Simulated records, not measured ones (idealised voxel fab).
The name of this process module is voxel self aligned contacts.
Cross-section cut spans 225 nm and uses square cells 5 nm in size.
Format of a cross-section: grid, square cells. Given as bands. Order: top down. Band: one or more rows of cells.
For a band, the entry starts with two heights in nm, that of the top and then that of the bottom, and carries on with the band's materials in order from left to right, each alongside its width in nm; the word "everywhere" beside a single material means it fills the band edge to edge, and "air" means empty space.
The reference from which all heights are counted is 0, the level beneath which the as-received wafer is entirely one material; the lowest band, having no lower bound, proceeds downward and is written after the example "top 0, no bottom".
Top row gets the first number, bottom row gets the second, and each row in between changes by the same step: that is how a band width like "30..40" works.
Any step labelled "no change" changed none of the cells in the cross-section.
The entry titled "Listed closed voids" provides the empty spaces that have no open way to the top, restricted to those of 8 cells or more. Each is presented as width x height at distance, the distance being measured from the left edge, with all three in nm.
Anything after a step's settings on that line? It's the simulator's own note about the step.
overlay nm: mask offset rightward from planned place, masked step; negative means leftward offset.

This section lists the process steps that were planned:
1) RECEIVE, material Si
2) OXIDIZE, depth nm 5
3) DIRECTIONAL_DEP, material polySi, thk nm 30
4) DIRECTIONAL_DEP, material SiN, thk nm 25
5) MASKED_ETCH, tone cover, mask id GATE, width nm 30, pitch nm 75, etch materials SiN, depth nm 25, overlay nm 0
6) MASKED_ETCH, tone cover, mask id GATE, width nm 30, pitch nm 75, etch materials polySi, depth nm 30, overlay nm 0
7) CONFORMAL_DEP, material SiN, thk nm 10
8) DIRECTIONAL_ETCH, etch materials SiN, depth nm 10
9) FILL_DEP, material SiO2, thk nm 10
10) CMP, height nm 60
11) PATTERN, tone open, mask id CONTACT, material resist, width nm 55, pitch nm 75, thk nm 15, overlay nm 0
12) DIRECTIONAL_ETCH, etch materials SiO2, depth nm 65
13) STRIP, etch materials resist
14) CONFORMAL_DEP, material TiN, thk nm 5
15) FILL_DEP, material Ru, thk nm 5
16) CMP, height nm 60
17) CONFORMAL_DEP, material SiCN, thk nm 5

Cross-section: wafer on arrival = after step 1:
- top 0, no bottom: Si everywhere
- Listed closed voids: none

Starting wafer: above. Plan: above. Run: one mistake. Cross-section after the module: below:
- top 65, bottom 60: SiCN everywhere
- top 60, bottom 55: Ru everywhere
- top 55, bottom 50: TiN: 65; Ru: 15; TiN: 60; Ru: 15; TiN: 70
- top 50, bottom 30: SiO2: 10; SiN: 50; TiN: 5; Ru: 15; TiN: 5; SiN: 50; TiN: 5; Ru: 15; TiN: 5; SiN: 50; SiO2: 15
- top 30, bottom 0: SiO2: 10; SiN: 10; polySi: 30; SiN: 10; TiN: 5; Ru: 15; TiN: 5; SiN: 10; polySi: 30; SiN: 10; TiN: 5; Ru: 15; TiN: 5; SiN: 10; polySi: 30; SiN: 10; SiO2: 15
- top 0, bottom -5: SiO2: 60; TiN: 25; SiO2: 50; TiN: 25; SiO2: 65
- top -5, no bottom: Si everywhere
- Listed closed voids: none
What was done differently from what was planned? step 10 off recipe, ran as CMP, height nm 50
